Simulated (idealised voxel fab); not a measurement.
process module | voxel self aligned contacts
cross-section cut | 240 nm wide | cells 5 nm
A cross-section is a grid of square cells, given in bands from the top down. A band is one or more rows of cells.
Each band's line starts with the height of the band's top and of its bottom, in nm. Then come its materials from left to right, each with its width in nm. One material with "throughout" fills the band from edge to edge. "air" is empty space.
Height 0 is the level under which the wafer as received is all one material. The lowest band goes on downwards, as in "0 down".
A width such as "30 to 40" changes by the same amount from each row of cells to the next, from the band's top row to its bottom row.
"no change" after a step means that no cell of the cross-section changed.
closed voids: empty space of 8 cells or more with no open way to the top, each as width x height at its distance from the left edge, in nm
after a step's settings: what the simulator itself notes on the step
overlay nm, on a step with a mask: how far to the right of its planned place the mask lay; to the left if negative
plan
1 op RECEIVE | material Si
2 op CONFORMAL_DEP | material SiO2 | thk nm 5
3 op DIRECTIONAL_DEP | material polySi | thk nm 25
4 op DIRECTIONAL_DEP | material SiN | thk nm 20
5 op DIRECTIONAL_DEP | material aC | thk nm 10
6 op PATTERN | tone cover | mask id GATE | material resist | width nm 35 | pitch nm 75 | thk nm 25 | overlay nm 0
7 op DIRECTIONAL_ETCH | etch materials aC | depth nm 10
8 op STRIP | etch materials resist
9 op DIRECTIONAL_ETCH | etch materials SiN | depth nm 20
10 op DIRECTIONAL_ETCH | etch materials polySi | depth nm 25
11 op STRIP | etch materials aC
12 op CONFORMAL_DEP | material SiN | thk nm 10
13 op DIRECTIONAL_ETCH | etch materials SiN | depth nm 10
14 op FILL_DEP | material SiO2 | thk nm 10
15 op CMP | height nm 55
16 op MASKED_ETCH | tone open | mask id CONTACT | width nm 60 | etch materials SiO2 | depth nm 55 | overlay nm 0
17 op CONFORMAL_DEP | material TiN | thk nm 5
18 op FILL_DEP | material W | thk nm 5
19 op CMP | height nm 55
20 op CONFORMAL_DEP | material SiCN | thk nm 5
as received, after step 1
  0 down: Si throughout
  closed voids: none
first wafer at the end, as planned
  60 to 55: SiCN throughout
  55 to 50: SiO2 90 | TiN 25 | W 10 | TiN 25 | SiO2 90
  50 to 30: SiO2 55 | SiN 55 | TiN 5 | W 10 | TiN 5 | SiN 55 | SiO2 55
  30 to 5: SiO2 55 | SiN 10 | polySi 35 | SiN 10 | TiN 5 | W 10 | TiN 5 | SiN 10 | polySi 35 | SiN 10 | SiO2 55
  5 to 0: SiO2 110 | TiN 20 | SiO2 110
  0 down: Si throughout
  closed voids: none
second wafer at the end: like start, like plan, one mistake
  60 to 55: SiCN throughout
  55 to 50: SiO2 90 | TiN 35 | W 10 | TiN 15 | SiO2 90
  50 to 30: SiO2 65 | SiN 55 | TiN 5 | W 10 | TiN 5 | SiN 55 | SiO2 45
  30 to 5: SiO2 65 | SiN 10 | polySi 35 | SiN 10 | TiN 5 | W 10 | TiN 5 | SiN 10 | polySi 35 | SiN 10 | SiO2 45
  5 to 0: SiO2 120 | TiN 20 | SiO2 100
  0 down: Si throughout
  closed voids: none
what went wrong: step 6 ran as: op PATTERN | tone cover | mask id GATE | material resist | width nm 35 | pitch nm 75 | thk nm 25 | overlay nm 10
at the end the second wafer has, in cells: as many of each material as the first, in other places
